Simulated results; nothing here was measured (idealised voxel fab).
process module | voxel capacitor over wiring
cross-section cut | 150 nm wide | cells 5 nm
A cross-section is a grid of square cells, given in bands from the top down. A band is one or more rows of cells.
Each band's line starts with the height of the band's top and of its bottom, in nm. Then come its materials from left to right, each with its width in nm. One material with "throughout" fills the band from edge to edge. "air" is empty space.
Height 0 is the level under which the wafer as received is all one material. The lowest band goes on downwards, as in "0 down".
A width such as "30 to 40" changes by the same amount from each row of cells to the next, from the band's top row to its bottom row.
"no change" after a step means that no cell of the cross-section changed.
closed voids: empty space of 8 cells or more with no open way to the top, each as width x height at its distance from the left edge, in nm
after a step's settings: what the simulator itself notes on the step
overlay nm, on a step with a mask: how far to the right of its planned place the mask lay; to the left if negative
plan
1 op RECEIVE | material Si
2 op CONFORMAL_DEP | material SiO2 | thk nm 15
3 op DIRECTIONAL_DEP | material TiN | thk nm 5
4 op DIRECTIONAL_DEP | material Ru | thk nm 15
5 op MASKED_ETCH | tone cover | mask id METAL_1 | width nm 20 | pitch nm 75 | etch materials Ru | depth nm 15 | overlay nm 0
6 op MASKED_ETCH | tone cover | mask id METAL_1 | width nm 20 | pitch nm 75 | etch materials TiN | depth nm 5 | overlay nm 0
7 op FILL_DEP | material lowk | thk nm 5
8 op CMP | height nm 35
9 op CONFORMAL_DEP | material SiCN | thk nm 5
10 op DIRECTIONAL_DEP | material SiO2 | thk nm 10
11 op DIRECTIONAL_DEP | material aC | thk nm 10
12 op PATTERN | tone open | mask id PLUG_1 | material resist | width nm 15 | thk nm 30 | overlay nm 0
13 op DIRECTIONAL_ETCH | etch materials aC | depth nm 10
14 op STRIP | etch materials resist
15 op DIRECTIONAL_ETCH | etch materials SiO2 | depth nm 10
16 op DIRECTIONAL_ETCH | etch materials SiCN | depth nm 5
17 op STRIP | etch materials aC
18 op EPI | material Ru | thk nm 10
19 op EPI | material Ru | thk nm 5
20 op DIRECTIONAL_DEP | material TiN | thk nm 10
21 op DIRECTIONAL_DEP | material Al2O3 | thk nm 5
22 op DIRECTIONAL_DEP | material TiN | thk nm 5
23 op DIRECTIONAL_DEP | material aC | thk nm 10
24 op PATTERN | tone cover | mask id UPPER_PLATE | material resist | width nm 60 | thk nm 25 | overlay nm 0
25 op DIRECTIONAL_ETCH | etch materials aC | depth nm 10
26 op STRIP | etch materials resist
27 op DIRECTIONAL_ETCH | etch materials TiN | depth nm 5
28 op DIRECTIONAL_ETCH | etch materials Al2O3 | depth nm 5
29 op STRIP | etch materials aC
30 op DIRECTIONAL_DEP | material aC | thk nm 15
31 op PATTERN | tone cover | mask id LOWER_PLATE | material resist | width nm 70 | thk nm 30 | overlay nm 0
32 op DIRECTIONAL_ETCH | etch materials aC | depth nm 15
33 op STRIP | etch materials resist
34 op DIRECTIONAL_ETCH | etch materials TiN | depth nm 10
35 op STRIP | etch materials aC
36 op FILL_DEP | material SiO2 | thk nm 20
37 op CMP | height nm 85
38 op MASKED_ETCH | tone open | mask id PLUG_2 | width nm 15 | etch materials SiO2 | depth nm 15 | overlay nm 0
39 op CONFORMAL_DEP | material TiN | thk nm 5
40 op FILL_DEP | material W | thk nm 10
41 op CMP | height nm 85
42 op CONFORMAL_DEP | material SiN | thk nm 5
first wafer, as planned
as received, after step 1
  0 down: Si throughout
  closed voids: none
after step 2
  15 to 0: SiO2 throughout
  below 0: unchanged
after step 3
  20 to 15: TiN throughout
  below 15: unchanged
after step 4
  35 to 20: Ru throughout
  below 20: unchanged
after step 5
  35 to 20: air 25 | Ru 20 | air 55 | Ru 20 | air 30
  below 20: unchanged
after step 6
  35 to 20: air 25 | Ru 20 | air 55 | Ru 20 | air 30
  20 to 15: air 25 | TiN 20 | air 55 | TiN 20 | air 30
  below 15: unchanged
after step 7
  40 to 35: lowk throughout
  35 to 20: lowk 25 | Ru 20 | lowk 55 | Ru 20 | lowk 30
  20 to 15: lowk 25 | TiN 20 | lowk 55 | TiN 20 | lowk 30
  below 15: unchanged
after step 8
  35 to 20: lowk 25 | Ru 20 | lowk 55 | Ru 20 | lowk 30
  below 20: unchanged
after step 9
  40 to 35: SiCN throughout
  below 35: unchanged
after step 10
  50 to 40: SiO2 throughout
  below 40: unchanged
after step 11
  60 to 50: aC throughout
  below 50: unchanged
after step 12
  90 to 60: resist 30 | air 15 | resist 105
  below 60: unchanged
after step 13
  80 to 60: resist 30 | air 15 | resist 105
  60 to 50: aC 30 | air 15 | aC 105
  below 50: unchanged
after step 14
  60 to 50: aC 30 | air 15 | aC 105
  below 50: unchanged
after step 15
  60 to 50: aC 30 | air 15 | aC 105
  50 to 40: SiO2 30 | air 15 | SiO2 105
  below 40: unchanged
after step 16
  60 to 50: aC 30 | air 15 | aC 105
  50 to 40: SiO2 30 | air 15 | SiO2 105
  40 to 35: SiCN 30 | air 15 | SiCN 105
  below 35: unchanged
after step 17
  50 to 40: SiO2 30 | air 15 | SiO2 105
  below 40: unchanged
after step 18
  50 to 45: SiO2 30 | air 15 | SiO2 105
  45 to 40: SiO2 30 | Ru 15 | SiO2 105
  40 to 35: SiCN 30 | Ru 15 | SiCN 105
  below 35: unchanged
after step 19
  50 to 40: SiO2 30 | Ru 15 | SiO2 105
  below 40: unchanged
after step 20
  60 to 50: TiN throughout
  below 50: unchanged
after step 21
  65 to 60: Al2O3 throughout
  below 60: unchanged
after step 22
  70 to 65: TiN throughout
  below 65: unchanged
after step 23
  80 to 70: aC throughout
  below 70: unchanged
after step 24
  105 to 80: air 30 | resist 60 | air 60
  below 80: unchanged
after step 25
  95 to 80: air 30 | resist 60 | air 60
  80 to 70: air 30 | aC 60 | air 60
  below 70: unchanged
after step 26
  80 to 70: air 30 | aC 60 | air 60
  below 70: unchanged
after step 27
  80 to 70: air 30 | aC 60 | air 60
  70 to 65: air 30 | TiN 60 | air 60
  below 65: unchanged
after step 28
  80 to 70: air 30 | aC 60 | air 60
  70 to 65: air 30 | TiN 60 | air 60
  65 to 60: air 30 | Al2O3 60 | air 60
  below 60: unchanged
after step 29
  70 to 65: air 30 | TiN 60 | air 60
  below 65: unchanged
after step 30
  85 to 75: air 30 | aC 60 | air 60
  75 to 70: aC throughout
  70 to 65: aC 30 | TiN 60 | aC 60
  65 to 60: aC 30 | Al2O3 60 | aC 60
  below 60: unchanged
after step 31
  115 to 85: air 25 | resist 70 | air 55
  85 to 75: air 25 | resist 5 | aC 60 | resist 5 | air 55
  below 75: unchanged
after step 32
  100 to 85: air 25 | resist 70 | air 55
  85 to 75: air 25 | resist 5 | aC 60 | resist 5 | air 55
  75 to 70: air 25 | aC 70 | air 55
  70 to 65: air 25 | aC 5 | TiN 60 | aC 5 | air 55
  65 to 60: air 25 | aC 5 | Al2O3 60 | aC 5 | air 55
  below 60: unchanged
after step 33
  85 to 75: air 30 | aC 60 | air 60
  below 75: unchanged
after step 34
  85 to 75: air 30 | aC 60 | air 60
  75 to 70: air 25 | aC 70 | air 55
  70 to 65: air 25 | aC 5 | TiN 60 | aC 5 | air 55
  65 to 60: air 25 | aC 5 | Al2O3 60 | aC 5 | air 55
  60 to 50: air 25 | TiN 70 | air 55
  below 50: unchanged
after step 35
  70 to 65: air 30 | TiN 60 | air 60
  65 to 60: air 30 | Al2O3 60 | air 60
  below 60: unchanged
after step 36
  90 to 70: SiO2 throughout
  70 to 65: SiO2 30 | TiN 60 | SiO2 60
  65 to 60: SiO2 30 | Al2O3 60 | SiO2 60
  60 to 50: SiO2 25 | TiN 70 | SiO2 55
  below 50: unchanged
after step 37
  85 to 70: SiO2 throughout
  below 70: unchanged
after step 38
  85 to 70: SiO2 40 | air 15 | SiO2 95
  below 70: unchanged
after step 39
  90 to 85: TiN 45 | air 5 | TiN 100
  85 to 75: SiO2 40 | TiN 5 | air 5 | TiN 5 | SiO2 95
  75 to 65: SiO2 40 to 30 | TiN 15 to 60 | SiO2 95 to 60
  below 65: unchanged
after step 40
  100 to 90: W throughout
  90 to 85: TiN 45 | W 5 | TiN 100
  85 to 75: SiO2 40 | TiN 5 | W 5 | TiN 5 | SiO2 95
  below 75: unchanged
after step 41
  85 to 75: SiO2 40 | TiN 5 | W 5 | TiN 5 | SiO2 95
  below 75: unchanged
after step 42
  90 to 85: SiN throughout
  below 85: unchanged
second wafer: like start, like plan, one mistake. Through step 11 it matches the first wafer
when step 12 should have ended
  90 to 60: resist 25 | air 25 | resist 100
  below 60: unchanged
when step 13 should have ended
  80 to 60: resist 25 | air 25 | resist 100
  60 to 50: aC 25 | air 25 | aC 100
  below 50: unchanged
when step 14 should have ended
  60 to 50: aC 25 | air 25 | aC 100
  below 50: unchanged
when step 15 should have ended
  60 to 50: aC 25 | air 25 | aC 100
  50 to 40: SiO2 25 | air 25 | SiO2 100
  below 40: unchanged
when step 16 should have ended
  60 to 50: aC 25 | air 25 | aC 100
  50 to 40: SiO2 25 | air 25 | SiO2 100
  40 to 35: SiCN 25 | air 25 | SiCN 100
  below 35: unchanged
when step 17 should have ended
  50 to 40: SiO2 25 | air 25 | SiO2 100
  below 40: unchanged
when step 18 should have ended
  50 to 45: SiO2 25 | air 25 | SiO2 100
  45 to 40: SiO2 25 | Ru 25 | SiO2 100
  40 to 35: SiCN 25 | Ru 25 | SiCN 100
  below 35: unchanged
when step 19 should have ended
  50 to 40: SiO2 25 | Ru 25 | SiO2 100
  below 40: unchanged
when step 20 should have ended
  60 to 50: TiN throughout
  below 50: unchanged
when step 21 should have ended
  65 to 60: Al2O3 throughout
  below 60: unchanged
when step 22 should have ended
  70 to 65: TiN throughout
  below 65: unchanged
when step 23 should have ended
  80 to 70: aC throughout
  below 70: unchanged
when step 24 should have ended
  105 to 80: air 30 | resist 60 | air 60
  below 80: unchanged
when step 25 should have ended
  95 to 80: air 30 | resist 60 | air 60
  80 to 70: air 30 | aC 60 | air 60
  below 70: unchanged
when step 26 should have ended
  80 to 70: air 30 | aC 60 | air 60
  below 70: unchanged
when step 27 should have ended
  80 to 70: air 30 | aC 60 | air 60
  70 to 65: air 30 | TiN 60 | air 60
  below 65: unchanged
when step 28 should have ended
  80 to 70: air 30 | aC 60 | air 60
  70 to 65: air 30 | TiN 60 | air 60
  65 to 60: air 30 | Al2O3 60 | air 60
  below 60: unchanged
when step 29 should have ended
  70 to 65: air 30 | TiN 60 | air 60
  below 65: unchanged
when step 30 should have ended
  85 to 75: air 30 | aC 60 | air 60
  75 to 70: aC throughout
  70 to 65: aC 30 | TiN 60 | aC 60
  65 to 60: aC 30 | Al2O3 60 | aC 60
  below 60: unchanged
when step 31 should have ended
  115 to 85: air 25 | resist 70 | air 55
  85 to 75: air 25 | resist 5 | aC 60 | resist 5 | air 55
  below 75: unchanged
when step 32 should have ended
  100 to 85: air 25 | resist 70 | air 55
  85 to 75: air 25 | resist 5 | aC 60 | resist 5 | air 55
  75 to 70: air 25 | aC 70 | air 55
  70 to 65: air 25 | aC 5 | TiN 60 | aC 5 | air 55
  65 to 60: air 25 | aC 5 | Al2O3 60 | aC 5 | air 55
  below 60: unchanged
when step 33 should have ended
  85 to 75: air 30 | aC 60 | air 60
  below 75: unchanged
when step 34 should have ended
  85 to 75: air 30 | aC 60 | air 60
  75 to 70: air 25 | aC 70 | air 55
  70 to 65: air 25 | aC 5 | TiN 60 | aC 5 | air 55
  65 to 60: air 25 | aC 5 | Al2O3 60 | aC 5 | air 55
  60 to 50: air 25 | TiN 70 | air 55
  below 50: unchanged
when step 35 should have ended
  70 to 65: air 30 | TiN 60 | air 60
  65 to 60: air 30 | Al2O3 60 | air 60
  below 60: unchanged
when step 36 should have ended
  90 to 70: SiO2 throughout
  70 to 65: SiO2 30 | TiN 60 | SiO2 60
  65 to 60: SiO2 30 | Al2O3 60 | SiO2 60
  60 to 50: SiO2 25 | TiN 70 | SiO2 55
  below 50: unchanged
when step 37 should have ended
  85 to 70: SiO2 throughout
  below 70: unchanged
when step 38 should have ended
  85 to 70: SiO2 40 | air 15 | SiO2 95
  below 70: unchanged
when step 39 should have ended
  90 to 85: TiN 45 | air 5 | TiN 100
  85 to 75: SiO2 40 | TiN 5 | air 5 | TiN 5 | SiO2 95
  75 to 65: SiO2 40 to 30 | TiN 15 to 60 | SiO2 95 to 60
  below 65: unchanged
when step 40 should have ended
  100 to 90: W throughout
  90 to 85: TiN 45 | W 5 | TiN 100
  85 to 75: SiO2 40 | TiN 5 | W 5 | TiN 5 | SiO2 95
  below 75: unchanged
when step 41 should have ended
  85 to 75: SiO2 40 | TiN 5 | W 5 | TiN 5 | SiO2 95
  below 75: unchanged
when step 42 should have ended
  90 to 85: SiN throughout
  below 85: unchanged
what went wrong: step 12 ran as: op PATTERN | tone open | mask id PLUG_1 | material resist | width nm 25 | thk nm 30 | overlay nm 0
at the end the second wafer has, in cells: 6 more of Ru | 2 fewer of SiCN | 4 fewer of SiO2
